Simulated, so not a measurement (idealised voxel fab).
Documented hereafter: the process module known as voxel air gaps.
Square cells of 5 nm make up the cross-section cut, whose width is 225 nm.
Cross-section spec: square-cell grid; bands listed top down; each band is one or more rows.
Read a band's entry like this: the first values are the height of its top and the height of its bottom in nm, and what follows is the sequence of materials from left to right, each with its width in nm. Note that "empty" is empty space, and that a single material marked "full width" reaches across the band from edge to edge.
Basically, 0 is our baseline, since under it the wafer straight out of the box is all one material. The bottom band has no lower end and keeps on going down, so it looks like "0 nm and below".
Per-row width for "30 to 40": begins at first number (top row of band), ends at second number (bottom row), increment between rows held constant.
For the purposes of this document, the phrase "nothing altered" attached to a step denotes that no cell within the cross-section was modified by that step.
The entry "Sealed-off cavities" lists the empty spaces that cover at least 8 cells and have no open path to the top. Each is written as width x height at distance, where the distance is measured from the left edge and all three values are in nm.
Whatever follows a step's settings on its line is a remark the simulator itself makes about that step.
Among the settings permitted on a step's line is "overlay nm"; applied to a step with a mask, it specifies the extent to which the mask lay to the right of its planned position, whereas a negative figure signifies a position to the left.

# Planned step list for the process
1. RECEIVE [material Si]
2. CONFORMAL_DEP [material SiO2] [thk nm 15]
3. CONFORMAL_DEP [material SiN] [thk nm 5]
4. DIRECTIONAL_DEP [material lowk] [thk nm 30]
5. DIRECTIONAL_DEP [material aC] [thk nm 10]
6. PATTERN [tone open] [mask id LINES] [material resist] [width nm 15] [pitch nm 40] [thk nm 25] [overlay nm 0]
7. DIRECTIONAL_ETCH [etch materials aC] [depth nm 10]
8. STRIP [etch materials resist]
9. DIRECTIONAL_ETCH [etch materials lowk] [depth nm 30]
10. STRIP [etch materials aC]
11. CONFORMAL_DEP [material TiN] [thk nm 5]
12. FILL_DEP [material W] [thk nm 10]
13. CMP [height nm 50]
14. EPI [material Ru] [thk nm 10]
15. SELECTIVE_ETCH [etch materials lowk] [depth nm 40]
16. CONFORMAL_DEP [material SiCN] [thk nm 5]

# Incoming wafer, cross-sectional view, post step 1
  0 nm and below  Si full width
  Sealed-off cavities: none

# What the wafer looks like in cross-section after this module, when it starts as shown above and follows the plan above but one mistake is made in running it
  65 nm to 60 nm  empty (25) | SiCN (175) | empty (25)
  60 nm to 50 nm  empty (25) | SiCN (5) | Ru (165) | SiCN (5) | empty (25)
  50 nm to 45 nm  empty (25) | SiCN (15) | TiN (5) | W (15) | TiN (5) | lowk (15) | TiN (5) | W (15) | TiN (5) | lowk (15) | TiN (5) | W (15) | TiN (5) | lowk (15) | TiN (5) | W (15) | TiN (5) | SiCN (15) | empty (25)
  45 nm to 25 nm  empty (35) | SiCN (5) | TiN (5) | W (15) | TiN (5) | lowk (15) | TiN (5) | W (15) | TiN (5) | lowk (15) | TiN (5) | W (15) | TiN (5) | lowk (15) | TiN (5) | W (15) | TiN (5) | SiCN (5) | empty (35)
  25 nm to 20 nm  SiCN (40) | TiN (25) | lowk (15) | TiN (25) | lowk (15) | TiN (25) | lowk (15) | TiN (25) | SiCN (40)
  20 nm to 15 nm  SiN full width
  15 nm to 0 nm  SiO2 full width
  0 nm and below  Si full width
  Sealed-off cavities: none
Short version of what went wrong: for step 6, the planned setting was not used; the step was instead run as PATTERN [tone open] [mask id LINES] [material resist] [width nm 25] [pitch nm 40] [thk nm 25] [overlay nm 0]
